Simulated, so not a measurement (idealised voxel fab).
This is a process module. Its name is voxel released beams.
It is cross-section cut that appears here, measuring 250 nm in width, its square cells being 5 nm in size.
Think of the cross-section as a grid of square cells. We describe it in bands, top to bottom, and each band covers one or more rows of those cells. It is stipulated that each band's entry specify, in nanometres, the height of the top of the band and then that of its bottom, followed by the materials of the band in left-to-right sequence, each together with its width in nanometres. A single material marked by the word "everywhere" is understood to fill the band from edge to edge; the word "air" is understood to denote empty space. A quick word on heights: they are counted from 0, and under that level the wafer as it came to us is one material throughout. The lowest band is different from the rest in having no bottom; it simply continues downward, written as in "0 -> down". Think of "30..40" as a width that walks from the first number to the second as you go down the band, top row to bottom row, taking equal-sized steps from row to row. Take "all unchanged" at face value: in the step it is given for, the cross-section changed in none of its cells. Listed in "Closed void roster": every empty space of 8 or more cells without an open way to the top. Form: width x height at distance, the distance being from the left edge, all in nm. Formally, on a step line, whatever follows the settings is a remark that the simulator itself makes on the step. Among the settings permitted on a step's line is "overlay nm"; applied to a step with a mask, it specifies the extent to which the mask lay to the right of its planned position, whereas a negative figure signifies a position to the left. In what follows, pairs of cross-sections are presented, each taken before and after one process step, with the after cross-section shown only down to the lowest band that was altered; the step, together with its settings, is stated below the pair. The pairs may stem from different runs of this module on the same starting wafer; accordingly, a pair should be taken as continuing from the one above it solely where its entry headed "Pre-step snapshot" indicates as much.

Pre-step snapshot
* 0 -> down | Si everywhere
* Closed void roster: none

After
* 10 -> 0 | SiN everywhere
* Lower than 0, everything is as it was.
* Closed void roster: none
Formally, the process step situated between the two cross-sections above is CONFORMAL_DEP,material SiN,thk nm 10

Pre-step snapshot: equal to the after panel directly above.

After
* 20 -> 10 | SiO2 everywhere
* Lower than 10, everything is as it was.
* Closed void roster: none
Formally, the process step situated between the two cross-sections above is DIRECTIONAL_DEP,material SiO2,thk nm 10

Pre-step snapshot: equal to the after panel directly above.

After
* 35 -> 20 | resist (75) / air (25) / resist (150)
* Lower than 20, everything is as it was.
* Closed void roster: none
Formally, the process step situated between the two cross-sections above is PATTERN,tone open,mask id ANCHOR,material resist,width nm 25,thk nm 15,overlay nm 0

Pre-step snapshot: equal to the after panel directly above.

After
* 35 -> 20 | resist (75) / air (25) / resist (150)
* 20 -> 10 | SiO2 (75) / air (25) / SiO2 (150)
* Lower than 10, everything is as it was.
* Closed void roster: none
Formally, the process step situated between the two cross-sections above is DIRECTIONAL_ETCH,etch materials SiO2,depth nm 10

Pre-step snapshot: equal to the after panel directly above.

After
* 20 -> 10 | SiO2 (75) / air (25) / SiO2 (150)
* Lower than 10, everything is as it was.
* Closed void roster: none
Formally, the process step situated between the two cross-sections above is STRIP,etch materials resist

Pre-step snapshot: equal to the after panel directly above.

After
* 30 -> 20 | polySi (85) / air (5) / polySi (160)
* 20 -> 10 | SiO2 (75) / polySi (25) / SiO2 (150)
* Lower than 10, everything is as it was.
* Closed void roster: none
Formally, the process step situated between the two cross-sections above is CONFORMAL_DEP,material polySi,thk nm 10

Pre-step snapshot: equal to the after panel directly above.

After
* 50 -> 30 | air (70) / resist (100) / air (80)
* 30 -> 20 | polySi (85) / resist (5) / polySi (160)
* Lower than 20, everything is as it was.
* Closed void roster: none
Formally, the process step situated between the two cross-sections above is PATTERN,tone cover,mask id BEAM,material resist,width nm 100,thk nm 20,overlay nm 0

Pre-step snapshot: equal to the after panel directly above.

After
* 50 -> 30 | air (70) / resist (100) / air (80)
* 30 -> 20 | air (70) / polySi (15) / resist (5) / polySi (80) / air (80)
* Lower than 20, everything is as it was.
* Closed void roster: none
Formally, the process step situated between the two cross-sections above is DIRECTIONAL_ETCH,etch materials polySi,depth nm 10

Pre-step snapshot: equal to the after panel directly above.

After
* 30 -> 20 | air (70) / polySi (15) / air (5) / polySi (80) / air (80)
* Lower than 20, everything is as it was.
* Closed void roster: none
Formally, the process step situated between the two cross-sections above is STRIP,etch materials resist

Pre-step snapshot: equal to the after panel directly above.

After
* 30 -> 20 | air (70) / polySi (15) / air (5) / polySi (80) / air (80)
* 20 -> 10 | air (75) / polySi (25) / air (150)
* Lower than 10, everything is as it was.
* Closed void roster: none
Formally, the process step situated between the two cross-sections above is STRIP,etch materials SiO2

Pre-step snapshot
* 0 -> down | Si everywhere
* Closed void roster: none

After
* 10 -> 0 | SiO2 everywhere
* Lower than 0, everything is as it was.
* Closed void roster: none
Formally, the process step situated between the two cross-sections above is DIRECTIONAL_DEP,material SiO2,thk nm 10

Pre-step snapshot: equal to the after panel directly above.

After
* 25 -> 10 | resist (75) / air (25) / resist (150)
* Lower than 10, everything is as it was.
* Closed void roster: none
Formally, the process step situated between the two cross-sections above is PATTERN,tone open,mask id ANCHOR,material resist,width nm 25,thk nm 15,overlay nm 0

Pre-step snapshot: equal to the after panel directly above.

After
* 25 -> 10 | resist (75) / air (25) / resist (150)
* 10 -> 0 | SiO2 (75) / air (25) / SiO2 (150)
* Lower than 0, everything is as it was.
* Closed void roster: none
Formally, the process step situated between the two cross-sections above is DIRECTIONAL_ETCH,etch materials SiO2,depth nm 10

Pre-step snapshot: equal to the after panel directly above.

After
* 10 -> 0 | SiO2 (75) / air (25) / SiO2 (150)
* Lower than 0, everything is as it was.
* Closed void roster: none
Formally, the process step situated between the two cross-sections above is STRIP,etch materials resist

Pre-step snapshot: equal to the after panel directly above.

After
* 20 -> 10 | polySi (85) / air (5) / polySi (160)
* 10 -> 0 | SiO2 (75) / polySi (25) / SiO2 (150)
* Lower than 0, everything is as it was.
* Closed void roster: none
Formally, the process step situated between the two cross-sections above is CONFORMAL_DEP,material polySi,thk nm 10

Pre-step snapshot: equal to the after panel directly above.

After
* 40 -> 20 | air (70) / resist (100) / air (80)
* 20 -> 10 | polySi (85) / resist (5) / polySi (160)
* Lower than 10, everything is as it was.
* Closed void roster: none
Formally, the process step situated between the two cross-sections above is PATTERN,tone cover,mask id BEAM,material resist,width nm 100,thk nm 20,overlay nm 0

Pre-step snapshot: equal to the after panel directly above.

After
* 40 -> 20 | air (70) / resist (100) / air (80)
* 20 -> 10 | air (70) / polySi (15) / resist (5) / polySi (80) / air (80)
* Lower than 10, everything is as it was.
* Closed void roster: none
Formally, the process step situated between the two cross-sections above is DIRECTIONAL_ETCH,etch materials polySi,depth nm 10

Pre-step snapshot: equal to the after panel directly above.

After
* 20 -> 10 | air (70) / polySi (15) / air (5) / polySi (80) / air (80)
* Lower than 10, everything is as it was.
* Closed void roster: none
Formally, the process step situated between the two cross-sections above is STRIP,etch materials resist

Pre-step snapshot: equal to the after panel directly above.

After
* 20 -> 10 | air (70) / polySi (15) / air (5) / polySi (80) / air (80)
* 10 -> 0 | air (75) / polySi (25) / air (150)
* Lower than 0, everything is as it was.
* Closed void roster: none
Formally, the process step situated between the two cross-sections above is STRIP,etch materials SiO2

Pre-step snapshot
* 10 -> 0 | SiO2 everywhere
* 0 -> down | Si everywhere
* Closed void roster: none

After
* 20 -> 10 | SiN everywhere
* Lower than 10, everything is as it was.
* Closed void roster: none
Formally, the process step situated between the two cross-sections above is CONFORMAL_DEP,material SiN,thk nm 10

Pre-step snapshot: equal to the after panel directly above.

After
* 35 -> 20 | resist (75) / air (25) / resist (150)
* Lower than 20, everything is as it was.
* Closed void roster: none
Formally, the process step situated between the two cross-sections above is PATTERN,tone open,mask id ANCHOR,material resist,width nm 25,thk nm 15,overlay nm 0

Pre-step snapshot: equal to the after panel directly above.

After
* 20 -> 10 | SiN everywhere
* Lower than 10, everything is as it was.
* Closed void roster: none
Formally, the process step situated between the two cross-sections above is STRIP,etch materials resist

Pre-step snapshot: equal to the after panel directly above.

After
* 30 -> 20 | polySi everywhere
* Lower than 20, everything is as it was.
* Closed void roster: none
Formally, the process step situated between the two cross-sections above is CONFORMAL_DEP,material polySi,thk nm 10

Pre-step snapshot: equal to the after panel directly above.

After
* 50 -> 30 | air (70) / resist (100) / air (80)
* Lower than 30, everything is as it was.
* Closed void roster: none
Formally, the process step situated between the two cross-sections above is PATTERN,tone cover,mask id BEAM,material resist,width nm 100,thk nm 20,overlay nm 0

Pre-step snapshot: equal to the after panel directly above.

After
* 50 -> 30 | air (70) / resist (100) / air (80)
* 30 -> 20 | air (70) / polySi (100) / air (80)
* Lower than 20, everything is as it was.
* Closed void roster: none
Formally, the process step situated between the two cross-sections above is DIRECTIONAL_ETCH,etch materials polySi,depth nm 10

Pre-step snapshot: equal to the after panel directly above.

After
* 30 -> 20 | air (70) / polySi (100) / air (80)
* Lower than 20, everything is as it was.
* Closed void roster: none
Formally, the process step situated between the two cross-sections above is STRIP,etch materials resist

Pre-step snapshot
* 10 -> 0 | SiN everywhere
* 0 -> down | Si everywhere
* Closed void roster: none

After
* 15 -> 10 | SiO2 everywhere
* Lower than 10, everything is as it was.
* Closed void roster: none
Formally, the process step situated between the two cross-sections above is DIRECTIONAL_DEP,material SiO2,thk nm 5

Pre-step snapshot: equal to the after panel directly above.

After
* 30 -> 15 | resist (75) / air (25) / resist (150)
* Lower than 15, everything is as it was.
* Closed void roster: none
Formally, the process step situated between the two cross-sections above is PATTERN,tone open,mask id ANCHOR,material resist,width nm 25,thk nm 15,overlay nm 0

Pre-step snapshot: equal to the after panel directly above.

After
* 30 -> 15 | resist (75) / air (25) / resist (150)
* 15 -> 10 | SiO2 (75) / air (25) / SiO2 (150)
* Lower than 10, everything is as it was.
* Closed void roster: none
Formally, the process step situated between the two cross-sections above is DIRECTIONAL_ETCH,etch materials SiO2,depth nm 10

Pre-step snapshot: equal to the after panel directly above.

After
* 15 -> 10 | SiO2 (75) / air (25) / SiO2 (150)
* Lower than 10, everything is as it was.
* Closed void roster: none
Formally, the process step situated between the two cross-sections above is STRIP,etch materials resist

Pre-step snapshot: equal to the after panel directly above.

After
* 25 -> 20 | polySi (85) / air (5) / polySi (160)
* 20 -> 15 | polySi everywhere
* 15 -> 10 | SiO2 (75) / polySi (25) / SiO2 (150)
* Lower than 10, everything is as it was.
* Closed void roster: none
Formally, the process step situated between the two cross-sections above is CONFORMAL_DEP,material polySi,thk nm 10

Pre-step snapshot: equal to the after panel directly above.

After
* 45 -> 25 | air (70) / resist (100) / air (80)
* 25 -> 20 | polySi (85) / resist (5) / polySi (160)
* Lower than 20, everything is as it was.
* Closed void roster: none
Formally, the process step situated between the two cross-sections above is PATTERN,tone cover,mask id BEAM,material resist,width nm 100,thk nm 20,overlay nm 0

Pre-step snapshot: equal to the after panel directly above.

After
* 45 -> 25 | air (70) / resist (100) / air (80)
* 25 -> 20 | air (70) / polySi (15) / resist (5) / polySi (80) / air (80)
* 20 -> 15 | air (70) / polySi (100) / air (80)
* Lower than 15, everything is as it was.
* Closed void roster: none
Formally, the process step situated between the two cross-sections above is DIRECTIONAL_ETCH,etch materials polySi,depth nm 10

Pre-step snapshot: equal to the after panel directly above.

After
* 25 -> 20 | air (70) / polySi (15) / air (5) / polySi (80) / air (80)
* Lower than 20, everything is as it was.
* Closed void roster: none
Formally, the process step situated between the two cross-sections above is STRIP,etch materials resist

Pre-step snapshot: equal to the after panel directly above.

After
* 25 -> 20 | air (70) / polySi (15) / air (5) / polySi (80) / air (80)
* 20 -> 10 | air (70..75) / polySi (100..25) / air (80..150)
* Lower than 10, everything is as it was.
* Closed void roster: none
Formally, the process step situated between the two cross-sections above is STRIP,etch materials SiO2

Pre-step snapshot
* 30 -> 20 | polySi (85) / air (5) / polySi (160)
* 20 -> 10 | SiO2 (75) / polySi (25) / SiO2 (150)
* 10 -> 0 | SiN everywhere
* 0 -> down | Si everywhere
* Closed void roster: none

After
* 50 -> 30 | air (65) / resist (110) / air (75)
* 30 -> 20 | polySi (85) / resist (5) / polySi (160)
* Lower than 20, everything is as it was.
* Closed void roster: none
Formally, the process step situated between the two cross-sections above is PATTERN,tone cover,mask id BEAM,material resist,width nm 110,thk nm 20,overlay nm 0

Pre-step snapshot: equal to the after panel directly above.

After
* 50 -> 30 | air (65) / resist (110) / air (75)
* 30 -> 20 | air (65) / polySi (20) / resist (5) / polySi (85) / air (75)
* Lower than 20, everything is as it was.
* Closed void roster: none
Formally, the process step situated between the two cross-sections above is DIRECTIONAL_ETCH,etch materials polySi,depth nm 10

Pre-step snapshot: equal to the after panel directly above.

After
* 30 -> 20 | air (65) / polySi (20) / air (5) / polySi (85) / air (75)
* Lower than 20, everything is as it was.
* Closed void roster: none
Formally, the process step situated between the two cross-sections above is STRIP,etch materials resist

Pre-step snapshot: equal to the after panel directly above.

After
* 30 -> 20 | air (65) / polySi (20) / air (5) / polySi (85) / air (75)
* 20 -> 10 | air (75) / polySi (25) / air (150)
* Lower than 10, everything is as it was.
* Closed void roster: none
Formally, the process step situated between the two cross-sections above is STRIP,etch materials SiO2

Pre-step snapshot
* 20 -> 10 | SiO2 everywhere
* 10 -> 0 | SiN everywhere
* 0 -> down | Si everywhere
* Closed void roster: none

After
* 35 -> 20 | resist (65) / air (25) / resist (160)
* Lower than 20, everything is as it was.
* Closed void roster: none
Formally, the process step situated between the two cross-sections above is PATTERN,tone open,mask id ANCHOR,material resist,width nm 25,thk nm 15,overlay nm -10

Pre-step snapshot: equal to the after panel directly above.

After
* 35 -> 20 | resist (65) / air (25) / resist (160)
* 20 -> 10 | SiO2 (65) / air (25) / SiO2 (160)
* Lower than 10, everything is as it was.
* Closed void roster: none
Formally, the process step situated between the two cross-sections above is DIRECTIONAL_ETCH,etch materials SiO2,depth nm 10

Pre-step snapshot: equal to the after panel directly above.

After
* 20 -> 10 | SiO2 (65) / air (25) / SiO2 (160)
* Lower than 10, everything is as it was.
* Closed void roster: none
Formally, the process step situated between the two cross-sections above is STRIP,etch materials resist

Pre-step snapshot: equal to the after panel directly above.

After
* 30 -> 20 | polySi (75) / air (5) / polySi (170)
* 20 -> 10 | SiO2 (65) / polySi (25) / SiO2 (160)
* Lower than 10, everything is as it was.
* Closed void roster: none
Formally, the process step situated between the two cross-sections above is CONFORMAL_DEP,material polySi,thk nm 10

Pre-step snapshot: equal to the after panel directly above.

After
* 50 -> 30 | air (70) / resist (100) / air (80)
* 30 -> 20 | polySi (75) / resist (5) / polySi (170)
* Lower than 20, everything is as it was.
* Closed void roster: none
Formally, the process step situated between the two cross-sections above is PATTERN,tone cover,mask id BEAM,material resist,width nm 100,thk nm 20,overlay nm 0

Pre-step snapshot: equal to the after panel directly above.

After
* 50 -> 30 | air (70) / resist (100) / air (80)
* 30 -> 20 | air (70) / polySi (5) / resist (5) / polySi (90) / air (80)
* Lower than 20, everything is as it was.
* Closed void roster: none
Formally, the process step situated between the two cross-sections above is DIRECTIONAL_ETCH,etch materials polySi,depth nm 10

Pre-step snapshot: equal to the after panel directly above.

After
* 30 -> 20 | air (70) / polySi (5) / air (5) / polySi (90) / air (80)
* Lower than 20, everything is as it was.
* Closed void roster: none
Formally, the process step situated between the two cross-sections above is STRIP,etch materials resist

Pre-step snapshot: equal to the after panel directly above.

After
* 30 -> 20 | air (70) / polySi (5) / air (5) / polySi (90) / air (80)
* 20 -> 10 | air (65) / polySi (25) / air (160)
* Lower than 10, everything is as it was.
* Closed void roster: none
Formally, the process step situated between the two cross-sections above is STRIP,etch materials SiO2

Pre-step snapshot
* 0 -> down | Si everywhere
* Closed void roster: none

After
* 10 -> 0 | polySi everywhere
* Lower than 0, everything is as it was.
* Closed void roster: none
Formally, the process step situated between the two cross-sections above is CONFORMAL_DEP,material polySi,thk nm 10

Pre-step snapshot: equal to the after panel directly above.

After
* 20 -> 10 | SiO2 everywhere
* Lower than 10, everything is as it was.
* Closed void roster: none
Formally, the process step situated between the two cross-sections above is DIRECTIONAL_DEP,material SiO2,thk nm 10

Pre-step snapshot: equal to the after panel directly above.

After
* 35 -> 20 | resist (75) / air (25) / resist (150)
* Lower than 20, everything is as it was.
* Closed void roster: none
Formally, the process step situated between the two cross-sections above is PATTERN,tone open,mask id ANCHOR,material resist,width nm 25,thk nm 15,overlay nm 0

Pre-step snapshot: equal to the after panel directly above.

After
* 35 -> 20 | resist (75) / air (25) / resist (150)
* 20 -> 10 | SiO2 (75) / air (25) / SiO2 (150)
* Lower than 10, everything is as it was.
* Closed void roster: none
Formally, the process step situated between the two cross-sections above is DIRECTIONAL_ETCH,etch materials SiO2,depth nm 10

Pre-step snapshot: equal to the after panel directly above.

After
* 20 -> 10 | SiO2 (75) / air (25) / SiO2 (150)
* Lower than 10, everything is as it was.
* Closed void roster: none
Formally, the process step situated between the two cross-sections above is STRIP,etch materials resist

Pre-step snapshot: equal to the after panel directly above.

After
* 30 -> 20 | polySi (85) / air (5) / polySi (160)
* 20 -> 10 | SiO2 (75) / polySi (25) / SiO2 (150)
* Lower than 10, everything is as it was.
* Closed void roster: none
Formally, the process step situated between the two cross-sections above is CONFORMAL_DEP,material polySi,thk nm 10

Pre-step snapshot: equal to the after panel directly above.

After
* 50 -> 30 | air (70) / resist (100) / air (80)
* 30 -> 20 | polySi (85) / resist (5) / polySi (160)
* Lower than 20, everything is as it was.
* Closed void roster: none
Formally, the process step situated between the two cross-sections above is PATTERN,tone cover,mask id BEAM,material resist,width nm 100,thk nm 20,overlay nm 0

Pre-step snapshot: equal to the after panel directly above.

After
* 50 -> 30 | air (70) / resist (100) / air (80)
* 30 -> 20 | air (70) / polySi (15) / resist (5) / polySi (80) / air (80)
* Lower than 20, everything is as it was.
* Closed void roster: none
Formally, the process step situated between the two cross-sections above is DIRECTIONAL_ETCH,etch materials polySi,depth nm 10

Pre-step snapshot: equal to the after panel directly above.

After
* 30 -> 20 | air (70) / polySi (15) / air (5) / polySi (80) / air (80)
* Lower than 20, everything is as it was.
* Closed void roster: none
Formally, the process step situated between the two cross-sections above is STRIP,etch materials resist

Pre-step snapshot: equal to the after panel directly above.

After
* 30 -> 20 | air (70) / polySi (15) / air (5) / polySi (80) / air (80)
* 20 -> 10 | air (75) / polySi (25) / air (150)
* Lower than 10, everything is as it was.
* Closed void roster: none
Formally, the process step situated between the two cross-sections above is STRIP,etch materials SiO2

Pre-step snapshot
* 20 -> 10 | SiO2 everywhere
* 10 -> 0 | SiN everywhere
* 0 -> down | Si everywhere
* Closed void roster: none

After
* 35 -> 20 | air (75) / resist (25) / air (150)
* Lower than 20, everything is as it was.
* Closed void roster: none
Formally, the process step situated between the two cross-sections above is PATTERN,tone cover,mask id ANCHOR,material resist,width nm 25,thk nm 15,overlay nm 0

Pre-step snapshot: equal to the after panel directly above.

After
* 35 -> 20 | air (75) / resist (25) / air (150)
* 20 -> 10 | air (75) / SiO2 (25) / air (150)
* Lower than 10, everything is as it was.
* Closed void roster: none
Formally, the process step situated between the two cross-sections above is DIRECTIONAL_ETCH,etch materials SiO2,depth nm 10

Pre-step snapshot: equal to the after panel directly above.

After
* 20 -> 10 | air (75) / SiO2 (25) / air (150)
* Lower than 10, everything is as it was.
* Closed void roster: none
Formally, the process step situated between the two cross-sections above is STRIP,etch materials resist

Pre-step snapshot: equal to the after panel directly above.

After
* 30 -> 20 | air (65) / polySi (45) / air (140)
* 20 -> 10 | polySi (75) / SiO2 (25) / polySi (150)
* Lower than 10, everything is as it was.
* Closed void roster: none
Formally, the process step situated between the two cross-sections above is CONFORMAL_DEP,material polySi,thk nm 10

Pre-step snapshot: equal to the after panel directly above.

After
* 50 -> 30 | air (70) / resist (100) / air (80)
* 30 -> 20 | air (65) / polySi (45) / resist (60) / air (80)
* Lower than 20, everything is as it was.
* Closed void roster: none
Formally, the process step situated between the two cross-sections above is PATTERN,tone cover,mask id BEAM,material resist,width nm 100,thk nm 20,overlay nm 0

Pre-step snapshot: equal to the after panel directly above.

After
* 50 -> 30 | air (70) / resist (100) / air (80)
* 30 -> 20 | air (70) / polySi (40) / resist (60) / air (80)
* 20 -> 10 | air (65) / polySi (10) / SiO2 (25) / polySi (70) / air (80)
* Lower than 10, everything is as it was.
* Closed void roster: none
Formally, the process step situated between the two cross-sections above is DIRECTIONAL_ETCH,etch materials polySi,depth nm 10

Pre-step snapshot: equal to the after panel directly above.

After
* 30 -> 20 | air (70) / polySi (40) / air (140)
* Lower than 20, everything is as it was.
* Closed void roster: none
Formally, the process step situated between the two cross-sections above is STRIP,etch materials resist
